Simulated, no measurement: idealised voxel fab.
A process module follows: voxel ribs on slabs.
Cross-section cut spans 275 nm and uses square cells 5 nm in size.
The cross-sections in this document take the form of a grid made of square cells. They are written out as bands, in order from top to bottom. Each band consists of one or more rows of cells. A band entry consists of two parts. The first gives the height of the band's top and the height of its bottom, in nm. The rest lists the band's materials from left to right, each with its width in nm. A single material labelled with the word "all across" fills the band from edge to edge, and the word "blank" marks empty space. Heights from 0 (as-received wafer is one material below). Bottom band endless downward, as "0..down". Width spec "30 to 40" -> top row of cells at first value, bottom row at second value, equal per-row change in between. Key: "no modifications" - step with no changed cell in the cross-section. Listed in "Listed closed voids": every empty space of 8 or more cells without an open way to the top. Form: width x height at distance, the distance being from the left edge, all in nm. Anything after a step's settings on that line? It's the simulator's own note about the step. A step's line can hold "overlay nm"; with a mask on that step, the setting says how far right of the planned place the mask lay, while a negative setting says it lay to the left.

## Process steps - plan
1) RECEIVE (material Si)
2) DIRECTIONAL_DEP (material SiO2; thk nm 20)
3) DIRECTIONAL_DEP (material polySi; thk nm 15)
4) DIRECTIONAL_DEP (material aC; thk nm 15)
5) PATTERN (tone cover; mask id RIB; material resist; width nm 15; thk nm 30; overlay nm 0)
6) DIRECTIONAL_ETCH (etch materials aC; depth nm 15)
7) STRIP (etch materials resist)
8) DIRECTIONAL_ETCH (etch materials polySi; depth nm 10)
9) STRIP (etch materials aC)
10) MASKED_ETCH (tone cover; mask id SLAB; width nm 75; etch materials polySi; depth nm 5; overlay nm 0)
11) FILL_DEP (material SiO2; thk nm 15)
12) CMP (height nm 45)
13) DIRECTIONAL_DEP (material W; thk nm 10)
14) MASKED_ETCH (tone cover; mask id HEATER; width nm 25; etch materials W; depth nm 10; overlay nm 0)
15) CONFORMAL_DEP (material SiO2; thk nm 5)

## Here's what the wafer looked like in cross-section when it arrived - that's after step 1
	0..down: Si all across
	Listed closed voids: none

## The first of two wafers, cross-sectioned at the end of the module, with the run proceeding as planned
	60..55: blank 120 / SiO2 35 / blank 120
	55..50: blank 120 / SiO2 5 / W 25 / SiO2 5 / blank 120
	50..45: SiO2 125 / W 25 / SiO2 125
	45..35: SiO2 all across
	35..25: SiO2 130 / polySi 15 / SiO2 130
	25..20: SiO2 100 / polySi 75 / SiO2 100
	20..0: SiO2 all across
	0..down: Si all across
	Listed closed voids: none

## Cross-section, wafer two of two, end of module: same start and plan as wafer one, one error in execution
	55..45: blank 125 / W 25 / blank 125
	45..35: SiO2 all across
	35..25: SiO2 130 / polySi 15 / SiO2 130
	25..20: SiO2 100 / polySi 75 / SiO2 100
	20..0: SiO2 all across
	0..down: Si all across
	Listed closed voids: none
Diagnosis: step 15 of the plan never got run, it was skipped over
Final wafer comparison in cells, second versus first, more or fewer per material: SiO2: 59 fewer
